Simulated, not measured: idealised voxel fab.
process module | voxel self aligned contacts
cross-section cut | 225 nm wide | cells 5 nm
A cross-section is a grid of square cells, given in bands from the top down. A band is one or more rows of cells.
Each band's line starts with the height of the band's top and of its bottom, in nm. Then come its materials from left to right, each with its width in nm. One material with "throughout" fills the band from edge to edge. "air" is empty space.
Height 0 is the level under which the wafer as received is all one material. The lowest band goes on downwards, as in "0 down".
A width such as "30 to 40" changes by the same amount from each row of cells to the next, from the band's top row to its bottom row.
"no change" after a step means that no cell of the cross-section changed.
closed voids: empty space of 8 cells or more with no open way to the top, each as width x height at its distance from the left edge, in nm
after a step's settings: what the simulator itself notes on the step
overlay nm, on a step with a mask: how far to the right of its planned place the mask lay; to the left if negative
plan
1 op RECEIVE | material Si
2 op CONFORMAL_DEP | material SiO2 | thk nm 5
3 op DIRECTIONAL_DEP | material polySi | thk nm 30
4 op DIRECTIONAL_DEP | material SiN | thk nm 20
5 op PATTERN | tone cover | mask id GATE | material resist | width nm 25 | pitch nm 60 | thk nm 20 | overlay nm -15
6 op DIRECTIONAL_ETCH | etch materials SiN | depth nm 20
7 op DIRECTIONAL_ETCH | etch materials polySi | depth nm 30
8 op STRIP | etch materials resist
9 op CONFORMAL_DEP | material SiN | thk nm 5
10 op DIRECTIONAL_ETCH | etch materials SiN | depth nm 5
11 op FILL_DEP | material SiO2 | thk nm 15
12 op CMP | height nm 60
13 op MASKED_ETCH | tone open | mask id CONTACT | width nm 45 | etch materials SiO2 | depth nm 60 | overlay nm 0
14 op CONFORMAL_DEP | material TiN | thk nm 5
15 op FILL_DEP | material Ru | thk nm 10
16 op CMP | height nm 60
17 op CONFORMAL_DEP | material SiCN | thk nm 5
varied across the wafers: overlay nm of step 5. The plan shows the first wafer's value. All wafers start alike
first wafer as received, after step 1
  0 down: Si throughout
  closed voids: none
first wafer at the end, after step 17
  65 to 60: SiCN throughout
  60 to 55: SiO2 90 | TiN 5 | Ru 10 | TiN 30 | SiO2 90
  55 to 35: SiO2 50 | SiN 35 | SiO2 5 | TiN 5 | Ru 10 | TiN 5 | SiN 35 | SiO2 80
  35 to 5: SiO2 50 | SiN 5 | polySi 25 | SiN 5 | SiO2 5 | TiN 5 | Ru 10 | TiN 5 | SiN 5 | polySi 25 | SiN 5 | SiO2 80
  5 to 0: SiO2 90 | TiN 20 | SiO2 115
  0 down: Si throughout
  closed voids: none
last wafer at the end
  65 to 60: SiCN throughout
  60 to 55: SiO2 90 | TiN 30 | Ru 10 | TiN 5 | SiO2 90
  55 to 35: SiO2 80 | SiN 35 | TiN 5 | Ru 10 | TiN 5 | SiO2 5 | SiN 35 | SiO2 50
  35 to 5: SiO2 80 | SiN 5 | polySi 25 | SiN 5 | TiN 5 | Ru 10 | TiN 5 | SiO2 5 | SiN 5 | polySi 25 | SiN 5 | SiO2 50
  5 to 0: SiO2 115 | TiN 20 | SiO2 90
  0 down: Si throughout
  closed voids: none
each wafer at the end: cells of each material gained (+) or lost (-) since it was received, then its closed voids
overlay nm -15 | +22 Ru | +45 SiCN | +80 SiN | +347 SiO2 | +31 TiN | +60 polySi | closed voids: none
overlay nm -10 | +33 Ru | +45 SiCN | +80 SiN | +336 SiO2 | +31 TiN | +60 polySi | closed voids: none
overlay nm -5 | +33 Ru | +45 SiCN | +80 SiN | +336 SiO2 | +31 TiN | +60 polySi | closed voids: none
overlay nm 0 | +33 Ru | +45 SiCN | +80 SiN | +336 SiO2 | +31 TiN | +60 polySi | closed voids: none
overlay nm 5 | +33 Ru | +45 SiCN | +80 SiN | +336 SiO2 | +31 TiN | +60 polySi | closed voids: none
overlay nm 10 | +33 Ru | +45 SiCN | +80 SiN | +336 SiO2 | +31 TiN | +60 polySi | closed voids: none
overlay nm 15 | +22 Ru | +45 SiCN | +80 SiN | +347 SiO2 | +31 TiN | +60 polySi | closed voids: none
